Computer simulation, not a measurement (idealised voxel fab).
process module | voxel ribs on slabs
cross-section cut | 250 nm wide | cells 5 nm
A cross-section is a grid of square cells, given in bands from the top down. A band is one or more rows of cells.
Each band's line starts with the height of the band's top and of its bottom, in nm. Then come its materials from left to right, each with its width in nm. One material with "throughout" fills the band from edge to edge. "air" is empty space.
Height 0 is the level under which the wafer as received is all one material. The lowest band goes on downwards, as in "0 down".
A width such as "30 to 40" changes by the same amount from each row of cells to the next, from the band's top row to its bottom row.
"no change" after a step means that no cell of the cross-section changed.
closed voids: empty space of 8 cells or more with no open way to the top, each as width x height at its distance from the left edge, in nm
after a step's settings: what the simulator itself notes on the step
overlay nm, on a step with a mask: how far to the right of its planned place the mask lay; to the left if negative
Each pair below shows a cross-section before one step and the cross-section after it, down to the lowest band that changed. The line under each pair gives the step between them, with its settings. The pairs can come from different runs of this module on the same starting wafer, so a pair continues from the pair above only where its "before" says so.
before
  0 down: Si throughout
  closed voids: none
after
  20 to 0: SiO2 throughout
  below 0: unchanged
  closed voids: none
the step between: op DIRECTIONAL_DEP | material SiO2 | thk nm 20
before: the cross-section after the pair above
after
  35 to 20: polySi throughout
  below 20: unchanged
  closed voids: none
the step between: op DIRECTIONAL_DEP | material polySi | thk nm 15
before: the cross-section after the pair above
after
  50 to 35: aC throughout
  below 35: unchanged
  closed voids: none
the step between: op DIRECTIONAL_DEP | material aC | thk nm 15
before: the cross-section after the pair above
after
  85 to 50: air 110 | resist 25 | air 115
  below 50: unchanged
  closed voids: none
the step between: op PATTERN | tone cover | mask id RIB | material resist | width nm 25 | thk nm 35 | overlay nm 0
before: the cross-section after the pair above
after
  70 to 50: air 110 | resist 25 | air 115
  50 to 35: air 110 | aC 25 | air 115
  below 35: unchanged
  closed voids: none
the step between: op DIRECTIONAL_ETCH | etch materials aC | depth nm 15
before: the cross-section after the pair above
after
  50 to 35: air 110 | aC 25 | air 115
  below 35: unchanged
  closed voids: none
the step between: op STRIP | etch materials resist
before: the cross-section after the pair above
after
  50 to 35: air 110 | aC 25 | air 115
  35 to 25: air 110 | polySi 25 | air 115
  below 25: unchanged
  closed voids: none
the step between: op DIRECTIONAL_ETCH | etch materials polySi | depth nm 10
before: the cross-section after the pair above
after
  35 to 25: air 110 | polySi 25 | air 115
  below 25: unchanged
  closed voids: none
the step between: op STRIP | etch materials aC
before: the cross-section after the pair above
after
  55 to 35: air 85 | resist 75 | air 90
  35 to 25: air 85 | resist 25 | polySi 25 | resist 25 | air 90
  below 25: unchanged
  closed voids: none
the step between: op PATTERN | tone cover | mask id SLAB | material resist | width nm 75 | thk nm 20 | overlay nm 0
before: the cross-section after the pair above
after
  55 to 35: air 85 | resist 75 | air 90
  35 to 25: air 85 | resist 25 | polySi 25 | resist 25 | air 90
  25 to 20: air 85 | polySi 75 | air 90
  below 20: unchanged
  closed voids: none
the step between: op DIRECTIONAL_ETCH | etch materials polySi | depth nm 5
before: the cross-section after the pair above
after
  35 to 25: air 110 | polySi 25 | air 115
  below 25: unchanged
  closed voids: none
the step between: op STRIP | etch materials resist
before: the cross-section after the pair above
after
  50 to 35: SiO2 throughout
  35 to 25: SiO2 110 | polySi 25 | SiO2 115
  25 to 20: SiO2 85 | polySi 75 | SiO2 90
  below 20: unchanged
  closed voids: none
the step between: op FILL_DEP | material SiO2 | thk nm 15
before: the cross-section after the pair above
after
  45 to 35: SiO2 throughout
  below 35: unchanged
  closed voids: none
the step between: op CMP | height nm 45
before: the cross-section after the pair above
after
  55 to 45: W throughout
  below 45: unchanged
  closed voids: none
the step between: op DIRECTIONAL_DEP | material W | thk nm 10
before: the cross-section after the pair above
after
  55 to 45: air 105 | W 35 | air 110
  below 45: unchanged
  closed voids: none
the step between: op MASKED_ETCH | tone cover | mask id HEATER | width nm 35 | etch materials W | depth nm 10 | overlay nm 0
before: the cross-section after the pair above
after
  60 to 55: air 100 | SiN 45 | air 105
  55 to 50: air 100 | SiN 5 | W 35 | SiN 5 | air 105
  50 to 45: SiN 105 | W 35 | SiN 110
  below 45: unchanged
  closed voids: none
the step between: op CONFORMAL_DEP | material SiN | thk nm 5
before
  35 to 20: polySi throughout
  20 to 0: SiO2 throughout
  0 down: Si throughout
  closed voids: none
after
  50 to 20: polySi throughout
  below 20: unchanged
  closed voids: none
the step between: op DIRECTIONAL_DEP | material polySi | thk nm 15
before: the cross-section after the pair above
after
  65 to 50: aC throughout
  below 50: unchanged
  closed voids: none
the step between: op DIRECTIONAL_DEP | material aC | thk nm 15
before: the cross-section after the pair above
after
  100 to 65: air 110 | resist 25 | air 115
  below 65: unchanged
  closed voids: none
the step between: op PATTERN | tone cover | mask id RIB | material resist | width nm 25 | thk nm 35 | overlay nm 0
before: the cross-section after the pair above
after
  85 to 65: air 110 | resist 25 | air 115
  65 to 50: air 110 | aC 25 | air 115
  below 50: unchanged
  closed voids: none
the step between: op DIRECTIONAL_ETCH | etch materials aC | depth nm 15
before: the cross-section after the pair above
after
  65 to 50: air 110 | aC 25 | air 115
  below 50: unchanged
  closed voids: none
the step between: op STRIP | etch materials resist
before: the cross-section after the pair above
after
  65 to 50: air 110 | aC 25 | air 115
  50 to 40: air 110 | polySi 25 | air 115
  below 40: unchanged
  closed voids: none
the step between: op DIRECTIONAL_ETCH | etch materials polySi | depth nm 10
before: the cross-section after the pair above
after
  50 to 40: air 110 | polySi 25 | air 115
  below 40: unchanged
  closed voids: none
the step between: op STRIP | etch materials aC
before: the cross-section after the pair above
after
  70 to 50: air 85 | resist 75 | air 90
  50 to 40: air 85 | resist 25 | polySi 25 | resist 25 | air 90
  below 40: unchanged
  closed voids: none
the step between: op PATTERN | tone cover | mask id SLAB | material resist | width nm 75 | thk nm 20 | overlay nm 0
before: the cross-section after the pair above
after
  70 to 50: air 85 | resist 75 | air 90
  50 to 40: air 85 | resist 25 | polySi 25 | resist 25 | air 90
  40 to 35: air 85 | polySi 75 | air 90
  below 35: unchanged
  closed voids: none
the step between: op DIRECTIONAL_ETCH | etch materials polySi | depth nm 5
before: the cross-section after the pair above
after
  50 to 40: air 110 | polySi 25 | air 115
  below 40: unchanged
  closed voids: none
the step between: op STRIP | etch materials resist
before: the cross-section after the pair above
after
  65 to 50: SiO2 throughout
  50 to 40: SiO2 110 | polySi 25 | SiO2 115
  40 to 35: SiO2 85 | polySi 75 | SiO2 90
  below 35: unchanged
  closed voids: none
the step between: op FILL_DEP | material SiO2 | thk nm 15
before: the cross-section after the pair above
after
  45 to 35: SiO2 110 to 85 | polySi 25 to 75 | SiO2 115 to 90
  below 35: unchanged
  closed voids: none
the step between: op CMP | height nm 45
before: the cross-section after the pair above
after
  55 to 45: W throughout
  below 45: unchanged
  closed voids: none
the step between: op DIRECTIONAL_DEP | material W | thk nm 10
before: the cross-section after the pair above
after
  55 to 45: air 105 | W 35 | air 110
  below 45: unchanged
  closed voids: none
the step between: op MASKED_ETCH | tone cover | mask id HEATER | width nm 35 | etch materials W | depth nm 10 | overlay nm 0
before: the cross-section after the pair above
after
  60 to 55: air 100 | SiN 45 | air 105
  55 to 50: air 100 | SiN 5 | W 35 | SiN 5 | air 105
  50 to 45: SiN 105 | W 35 | SiN 110
  below 45: unchanged
  closed voids: none
the step between: op CONFORMAL_DEP | material SiN | thk nm 5
before
  0 down: Si throughout
  closed voids: none
after
  15 to 0: polySi throughout
  below 0: unchanged
  closed voids: none
the step between: op DIRECTIONAL_DEP | material polySi | thk nm 15
before: the cross-section after the pair above
after
  35 to 15: SiO2 throughout
  below 15: unchanged
  closed voids: none
the step between: op DIRECTIONAL_DEP | material SiO2 | thk nm 20
before: the cross-section after the pair above
after
  50 to 35: aC throughout
  below 35: unchanged
  closed voids: none
the step between: op DIRECTIONAL_DEP | material aC | thk nm 15
before: the cross-section after the pair above
after
  85 to 50: air 110 | resist 25 | air 115
  below 50: unchanged
  closed voids: none
the step between: op PATTERN | tone cover | mask id RIB | material resist | width nm 25 | thk nm 35 | overlay nm 0
before: the cross-section after the pair above
after
  70 to 50: air 110 | resist 25 | air 115
  50 to 35: air 110 | aC 25 | air 115
  below 35: unchanged
  closed voids: none
the step between: op DIRECTIONAL_ETCH | etch materials aC | depth nm 15
before: the cross-section after the pair above
after
  50 to 35: air 110 | aC 25 | air 115
  below 35: unchanged
  closed voids: none
the step between: op STRIP | etch materials resist
before: the cross-section after the pair above
after
  35 to 15: SiO2 throughout
  below 15: unchanged
  closed voids: none
the step between: op STRIP | etch materials aC
before: the cross-section after the pair above
after
  55 to 35: air 85 | resist 75 | air 90
  below 35: unchanged
  closed voids: none
the step between: op PATTERN | tone cover | mask id SLAB | material resist | width nm 75 | thk nm 20 | overlay nm 0
before: the cross-section after the pair above
after
  35 to 15: SiO2 throughout
  below 15: unchanged
  closed voids: none
the step between: op STRIP | etch materials resist
before: the cross-section after the pair above
after
  50 to 15: SiO2 throughout
  below 15: unchanged
  closed voids: none
the step between: op FILL_DEP | material SiO2 | thk nm 15
before: the cross-section after the pair above
after
  45 to 15: SiO2 throughout
  below 15: unchanged
  closed voids: none
the step between: op CMP | height nm 45
before: the cross-section after the pair above
after
  55 to 45: W throughout
  below 45: unchanged
  closed voids: none
the step between: op DIRECTIONAL_DEP | material W | thk nm 10
before: the cross-section after the pair above
after
  55 to 45: air 105 | W 35 | air 110
  below 45: unchanged
  closed voids: none
the step between: op MASKED_ETCH | tone cover | mask id HEATER | width nm 35 | etch materials W | depth nm 10 | overlay nm 0
before: the cross-section after the pair above
after
  60 to 55: air 100 | SiN 45 | air 105
  55 to 50: air 100 | SiN 5 | W 35 | SiN 5 | air 105
  50 to 45: SiN 105 | W 35 | SiN 110
  below 45: unchanged
  closed voids: none
the step between: op CONFORMAL_DEP | material SiN | thk nm 5
before
  50 to 35: SiO2 throughout
  35 to 25: SiO2 110 | polySi 25 | SiO2 115
  25 to 20: SiO2 85 | polySi 75 | SiO2 90
  20 to 0: SiO2 throughout
  0 down: Si throughout
  closed voids: none
after
  35 to 25: SiO2 110 | polySi 25 | SiO2 115
  below 25: unchanged
  closed voids: none
the step between: op CMP | height nm 35
before: the cross-section after the pair above
after
  45 to 35: W throughout
  below 35: unchanged
  closed voids: none
the step between: op DIRECTIONAL_DEP | material W | thk nm 10
before: the cross-section after the pair above
after
  45 to 35: air 105 | W 35 | air 110
  below 35: unchanged
  closed voids: none
the step between: op MASKED_ETCH | tone cover | mask id HEATER | width nm 35 | etch materials W | depth nm 10 | overlay nm 0
before: the cross-section after the pair above
after
  50 to 45: air 100 | SiN 45 | air 105
  45 to 40: air 100 | SiN 5 | W 35 | SiN 5 | air 105
  40 to 35: SiN 105 | W 35 | SiN 110
  below 35: unchanged
  closed voids: none
the step between: op CONFORMAL_DEP | material SiN | thk nm 5
before
  50 to 35: aC throughout
  35 to 20: polySi throughout
  20 to 0: SiO2 throughout
  0 down: Si throughout
  closed voids: none
after
  85 to 50: air 105 | resist 35 | air 110
  below 50: unchanged
  closed voids: none
the step between: op PATTERN | tone cover | mask id RIB | material resist | width nm 35 | thk nm 35 | overlay nm 0
before: the cross-section after the pair above
after
  70 to 50: air 105 | resist 35 | air 110
  50 to 35: air 105 | aC 35 | air 110
  below 35: unchanged
  closed voids: none
the step between: op DIRECTIONAL_ETCH | etch materials aC | depth nm 15
before: the cross-section after the pair above
after
  50 to 35: air 105 | aC 35 | air 110
  below 35: unchanged
  closed voids: none
the step between: op STRIP | etch materials resist
before: the cross-section after the pair above
after
  50 to 35: air 105 | aC 35 | air 110
  35 to 25: air 105 | polySi 35 | air 110
  below 25: unchanged
  closed voids: none
the step between: op DIRECTIONAL_ETCH | etch materials polySi | depth nm 10
before: the cross-section after the pair above
after
  35 to 25: air 105 | polySi 35 | air 110
  below 25: unchanged
  closed voids: none
the step between: op STRIP | etch materials aC
before: the cross-section after the pair above
after
  55 to 35: air 85 | resist 75 | air 90
  35 to 25: air 85 | resist 20 | polySi 35 | resist 20 | air 90
  below 25: unchanged
  closed voids: none
the step between: op PATTERN | tone cover | mask id SLAB | material resist | width nm 75 | thk nm 20 | overlay nm 0
before: the cross-section after the pair above
after
  55 to 35: air 85 | resist 75 | air 90
  35 to 25: air 85 | resist 20 | polySi 35 | resist 20 | air 90
  25 to 20: air 85 | polySi 75 | air 90
  below 20: unchanged
  closed voids: none
the step between: op DIRECTIONAL_ETCH | etch materials polySi | depth nm 5
before: the cross-section after the pair above
after
  35 to 25: air 105 | polySi 35 | air 110
  below 25: unchanged
  closed voids: none
the step between: op STRIP | etch materials resist
before: the cross-section after the pair above
after
  50 to 35: SiO2 throughout
  35 to 25: SiO2 105 | polySi 35 | SiO2 110
  25 to 20: SiO2 85 | polySi 75 | SiO2 90
  below 20: unchanged
  closed voids: none
the step between: op FILL_DEP | material SiO2 | thk nm 15
before: the cross-section after the pair above
after
  45 to 35: SiO2 throughout
  below 35: unchanged
  closed voids: none
the step between: op CMP | height nm 45
before: the cross-section after the pair above
after
  55 to 45: W throughout
  below 45: unchanged
  closed voids: none
the step between: op DIRECTIONAL_DEP | material W | thk nm 10
before: the cross-section after the pair above
after
  55 to 45: air 105 | W 35 | air 110
  below 45: unchanged
  closed voids: none
the step between: op MASKED_ETCH | tone cover | mask id HEATER | width nm 35 | etch materials W | depth nm 10 | overlay nm 0
before: the cross-section after the pair above
after
  60 to 55: air 100 | SiN 45 | air 105
  55 to 50: air 100 | SiN 5 | W 35 | SiN 5 | air 105
  50 to 45: SiN 105 | W 35 | SiN 110
  below 45: unchanged
  closed voids: none
the step between: op CONFORMAL_DEP | material SiN | thk nm 5
before
  50 to 35: aC throughout
  35 to 20: polySi throughout
  20 to 0: SiO2 throughout
  0 down: Si throughout
  closed voids: none
after
  85 to 50: air 105 | resist 25 | air 120
  below 50: unchanged
  closed voids: none
the step between: op PATTERN | tone cover | mask id RIB | material resist | width nm 25 | thk nm 35 | overlay nm -5
before: the cross-section after the pair above
after
  70 to 50: air 105 | resist 25 | air 120
  50 to 35: air 105 | aC 25 | air 120
  below 35: unchanged
  closed voids: none
the step between: op DIRECTIONAL_ETCH | etch materials aC | depth nm 15
before: the cross-section after the pair above
after
  50 to 35: air 105 | aC 25 | air 120
  below 35: unchanged
  closed voids: none
the step between: op STRIP | etch materials resist
before: the cross-section after the pair above
after
  50 to 35: air 105 | aC 25 | air 120
  35 to 25: air 105 | polySi 25 | air 120
  below 25: unchanged
  closed voids: none
the step between: op DIRECTIONAL_ETCH | etch materials polySi | depth nm 10
before: the cross-section after the pair above
after
  35 to 25: air 105 | polySi 25 | air 120
  below 25: unchanged
  closed voids: none
the step between: op STRIP | etch materials aC
before: the cross-section after the pair above
after
  55 to 35: air 85 | resist 75 | air 90
  35 to 25: air 85 | resist 20 | polySi 25 | resist 30 | air 90
  below 25: unchanged
  closed voids: none
the step between: op PATTERN | tone cover | mask id SLAB | material resist | width nm 75 | thk nm 20 | overlay nm 0
before: the cross-section after the pair above
after
  55 to 35: air 85 | resist 75 | air 90
  35 to 25: air 85 | resist 20 | polySi 25 | resist 30 | air 90
  25 to 20: air 85 | polySi 75 | air 90
  below 20: unchanged
  closed voids: none
the step between: op DIRECTIONAL_ETCH | etch materials polySi | depth nm 5
before: the cross-section after the pair above
after
  35 to 25: air 105 | polySi 25 | air 120
  below 25: unchanged
  closed voids: none
the step between: op STRIP | etch materials resist
before: the cross-section after the pair above
after
  50 to 35: SiO2 throughout
  35 to 25: SiO2 105 | polySi 25 | SiO2 120
  25 to 20: SiO2 85 | polySi 75 | SiO2 90
  below 20: unchanged
  closed voids: none
the step between: op FILL_DEP | material SiO2 | thk nm 15
before: the cross-section after the pair above
after
  45 to 35: SiO2 throughout
  below 35: unchanged
  closed voids: none
the step between: op CMP | height nm 45
before: the cross-section after the pair above
after
  55 to 45: W throughout
  below 45: unchanged
  closed voids: none
the step between: op DIRECTIONAL_DEP | material W | thk nm 10
before: the cross-section after the pair above
after
  55 to 45: air 105 | W 35 | air 110
  below 45: unchanged
  closed voids: none
the step between: op MASKED_ETCH | tone cover | mask id HEATER | width nm 35 | etch materials W | depth nm 10 | overlay nm 0
before: the cross-section after the pair above
after
  60 to 55: air 100 | SiN 45 | air 105
  55 to 50: air 100 | SiN 5 | W 35 | SiN 5 | air 105
  50 to 45: SiN 105 | W 35 | SiN 110
  below 45: unchanged
  closed voids: none
the step between: op CONFORMAL_DEP | material SiN | thk nm 5
before
  35 to 25: air 110 | polySi 25 | air 115
  25 to 20: air 85 | polySi 75 | air 90
  20 to 0: SiO2 throughout
  0 down: Si throughout
  closed voids: none
after
  50 to 35: aC throughout
  35 to 25: aC 110 | polySi 25 | aC 115
  25 to 20: aC 85 | polySi 75 | aC 90
  below 20: unchanged
  closed voids: none
the step between: op FILL_DEP | material aC | thk nm 15
before: the cross-section after the pair above
after
  45 to 35: aC throughout
  below 35: unchanged
  closed voids: none
the step between: op CMP | height nm 45
before: the cross-section after the pair above
after
  55 to 45: W throughout
  below 45: unchanged
  closed voids: none
the step between: op DIRECTIONAL_DEP | material W | thk nm 10
before: the cross-section after the pair above
after
  55 to 45: air 105 | W 35 | air 110
  below 45: unchanged
  closed voids: none
the step between: op MASKED_ETCH | tone cover | mask id HEATER | width nm 35 | etch materials W | depth nm 10 | overlay nm 0
before: the cross-section after the pair above
after
  60 to 55: air 100 | SiN 45 | air 105
  55 to 50: air 100 | SiN 5 | W 35 | SiN 5 | air 105
  50 to 45: SiN 105 | W 35 | SiN 110
  below 45: unchanged
  closed voids: none
the step between: op CONFORMAL_DEP | material SiN | thk nm 5
before
  55 to 45: W throughout
  45 to 35: SiO2 throughout
  35 to 25: SiO2 110 | polySi 25 | SiO2 115
  25 to 20: SiO2 85 | polySi 75 | SiO2 90
  20 to 0: SiO2 throughout
  0 down: Si throughout
  closed voids: none
after
  55 to 45: W 105 | air 35 | W 110
  below 45: unchanged
  closed voids: none
the step between: op MASKED_ETCH | tone open | mask id HEATER | width nm 35 | etch materials W | depth nm 10 | overlay nm 0
before: the cross-section after the pair above
after
  60 to 55: SiN 110 | air 25 | SiN 115
  55 to 50: W 105 | SiN 5 | air 25 | SiN 5 | W 110
  50 to 45: W 105 | SiN 35 | W 110
  below 45: unchanged
  closed voids: none
the step between: op CONFORMAL_DEP | material SiN | thk nm 5
